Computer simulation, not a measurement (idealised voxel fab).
Title: Process Module voxel capacitor over wiring
Section shown: cut. Width: 255 nm. Cell size: 5 nm, square.
A cross-section is a grid of square cells, given in bands from the top down. A band is one or more rows of cells. Basically the band line says how high the top is and how high the bottom is, in nm, and then what's in it from left to right, every material with its width in nm. Empty space shows up as "empty", and if a single material carries "edge to edge" it runs the full band edge to edge. Counting heights begins at 0, where everything beneath is, in the wafer as received, one material. The lowest band has no bottom; it goes on downwards, as "z 0 and below" shows. Think of "30..40" as a width that walks from the first number to the second as you go down the band, top row to bottom row, taking equal-sized steps from row to row. The designation "remained the same", where it is given for a processing step, indicates that no cell of the cross-section was altered in the course of that step. Closed empty spaces (no open way to the top) of 8 cells or more are what "Enclosed cavities" lists, each as width x height at distance from the left edge, nm for all three. On a step's line, text after the settings is the simulator commenting on that step. What "overlay nm" on a step's line means: if the step has a mask, that mask lay this far to the right of its planned place, or, when the value is negative, to the left.
## These are the steps we planned for the process
1,RECEIVE | material Si
2,CONFORMAL_DEP | material SiO2 | thk nm 15
3,CONFORMAL_DEP | material SiN | thk nm 5
4,DIRECTIONAL_DEP | material lowk | thk nm 15
5,PATTERN | tone open | mask id METAL_1 | material resist | width nm 30 | pitch nm 90 | thk nm 15 | overlay nm 0
6,DIRECTIONAL_ETCH | etch materials lowk | depth nm 15
7,DIRECTIONAL_ETCH | etch materials SiN | depth nm 5
8,STRIP | etch materials resist
9,CONFORMAL_DEP | material TiN | thk nm 5
10,FILL_DEP | material Ru | thk nm 10
11,CMP | height nm 35
12,CONFORMAL_DEP | material SiCN | thk nm 5
13,DIRECTIONAL_DEP | material lowk | thk nm 10
14,MASKED_ETCH | tone open | mask id PLUG_1 | width nm 15 | etch materials lowk | depth nm 10 | overlay nm 0
15,MASKED_ETCH | tone open | mask id PLUG_1 | width nm 15 | etch materials SiCN | depth nm 5 | overlay nm 0
16,CONFORMAL_DEP | material TiN | thk nm 5
17,FILL_DEP | material Ru | thk nm 5
18,CMP | height nm 50
19,DIRECTIONAL_DEP | material TiN | thk nm 5
20,DIRECTIONAL_DEP | material HfO2 | thk nm 5
21,DIRECTIONAL_DEP | material TiN | thk nm 5
22,PATTERN | tone cover | mask id UPPER_PLATE | material resist | width nm 65 | thk nm 15 | overlay nm 0
23,DIRECTIONAL_ETCH | etch materials TiN | depth nm 5
24,DIRECTIONAL_ETCH | etch materials HfO2 | depth nm 5
25,STRIP | etch materials resist
26,MASKED_ETCH | tone cover | mask id LOWER_PLATE | width nm 75 | etch materials TiN | depth nm 5 | overlay nm 0
27,FILL_DEP | material SiO2 | thk nm 15
28,CMP | height nm 75
29,PATTERN | tone open | mask id PLUG_2 | material resist | width nm 15 | thk nm 15 | overlay nm 0
30,DIRECTIONAL_ETCH | etch materials SiO2 | depth nm 10
31,STRIP | etch materials resist
32,CONFORMAL_DEP | material TiN | thk nm 5
33,FILL_DEP | material Cu | thk nm 5
34,CMP | height nm 75
35,CONFORMAL_DEP | material SiCN | thk nm 5
## As-received state of the wafer in cross-section, equivalent to post-step 1
	z 0 and below | Si edge to edge
	Enclosed cavities: none
## The first of the two wafers as seen in cross-section once the module was finished; processing followed the plan
	z 80 to 75 | SiCN edge to edge
	z 75 to 70 | SiO2=90, then TiN=5, then Cu=5, then TiN=5, then SiO2=150
	z 70 to 60 | SiO2=90..80, then TiN=15..65, then SiO2=150..110
	z 60 to 55 | SiO2=80, then HfO2=65, then SiO2=110
	z 55 to 50 | SiO2=75, then TiN=75, then SiO2=105
	z 50 to 40 | lowk=80, then TiN=5, then Ru=5, then TiN=5, then lowk=160
	z 40 to 35 | SiCN=80, then TiN=15, then SiCN=160
	z 35 to 20 | lowk=65, then TiN=5, then Ru=20, then TiN=5, then lowk=60, then TiN=5, then Ru=20, then TiN=5, then lowk=70
	z 20 to 15 | SiN=65, then TiN=30, then SiN=60, then TiN=30, then SiN=70
	z 15 to 0 | SiO2 edge to edge
	z 0 and below | Si edge to edge
	Enclosed cavities: none
## Cross-sectional view of the second of two wafers upon completion of the module. This wafer shared its starting condition and process plan with the first; one error was made during its execution
	z 80 to 75 | SiCN edge to edge
	z 75 to 70 | SiO2=90, then TiN=5, then Cu=5, then TiN=5, then SiO2=150
	z 70 to 60 | SiO2=90..80, then TiN=15..65, then SiO2=150..110
	z 60 to 55 | SiO2=80, then HfO2=65, then SiO2=110
	z 55 to 50 | SiO2=75, then TiN=75, then SiO2=105
	z 50 to 40 | lowk=80, then TiN=5, then Ru=5, then TiN=5, then lowk=160
	z 40 to 35 | SiCN=80, then TiN=15, then SiCN=160
	z 35 to 25 | lowk=65, then TiN=5, then Ru=20, then TiN=5, then lowk=60, then TiN=5, then Ru=20, then TiN=5, then lowk=70
	z 25 to 20 | lowk=65, then TiN=30, then lowk=60, then TiN=30, then lowk=70
	z 20 to 15 | lowk edge to edge
	z 15 to 0 | SiO2 edge to edge
	z 0 and below | Si edge to edge
	Enclosed cavities: none
What was the processing mistake? step 3, actual vs plan mismatch, actual run CONFORMAL_DEP | material lowk | thk nm 5
It is noted that, at the conclusion of processing, the second wafer exhibits a higher or lower cell count for certain materials relative to the first: Ru -8; SiN -39; TiN -4; lowk +51
